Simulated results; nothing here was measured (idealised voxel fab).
This is a process module. Its name is voxel local oxidation.
cross-section cut | 255 nm wide | cells 5 nm
When this document writes out a cross-section, it uses a grid of square cells and lists it as bands, beginning at the top and moving down, with a band standing for one or more rows of cells.
Quick guide to a band line: top height, bottom height (nm) up front; then every material left to right with its width in nm. Only one material and it's marked "all across"? Then it fills the band edge to edge. And "air" just means empty space.
Basically, 0 is our baseline, since under it the wafer straight out of the box is all one material. The bottom band has no lower end and keeps on going down, so it looks like "0 nm and below".
Graded width ("30->40"): value in top row of band = first number; value in bottom row = second number; row-to-row change constant.
Where a step carries "same as before", the cross-section came out of it unchanged, cell for cell.
Under "Enclosed cavities" you'll find the enclosed gaps, the ones with no way out to the top, that are 8 cells or bigger; each reads width x height at distance, with distance counted from the left edge, everything in nm.
It should be noted that, on the line of a given step, the content following the step's settings is a remark produced by the simulator itself with respect to that step.
Steps that use a mask can have "overlay nm" on their line. It says how far the mask sat to the right of where it was meant to be. Negative means to the left.
**Steps in the process plan**
step 1: RECEIVE with material Si
step 2: CONFORMAL_DEP with material SiO2, thk nm 5
step 3: CONFORMAL_DEP with material SiN, thk nm 10
step 4: PATTERN with tone cover, mask id ACTIVE, material resist, width nm 95, pitch nm 120, thk nm 20, overlay nm 0
step 5: DIRECTIONAL_ETCH with etch materials SiN, depth nm 10
step 6: STRIP with etch materials resist
step 7: SELECTIVE_ETCH with etch materials SiO2, depth nm 5
step 8: OXIDIZE with depth nm 10
step 9: STRIP with etch materials SiN
**Cross-section of the incoming wafer, state after step 1**
* 0 nm and below | Si all across
* Enclosed cavities: none
**Result of the module, cross-sectioned: start per above, plan per above, one error in how it was run**
* 10 nm to 0 nm | SiO2 all across
* 0 nm and below | Si all across
* Enclosed cavities: none
The plan and the run diverged here: step 3 was not run as planned; what actually ran was CONFORMAL_DEP with material SiO2, thk nm 10
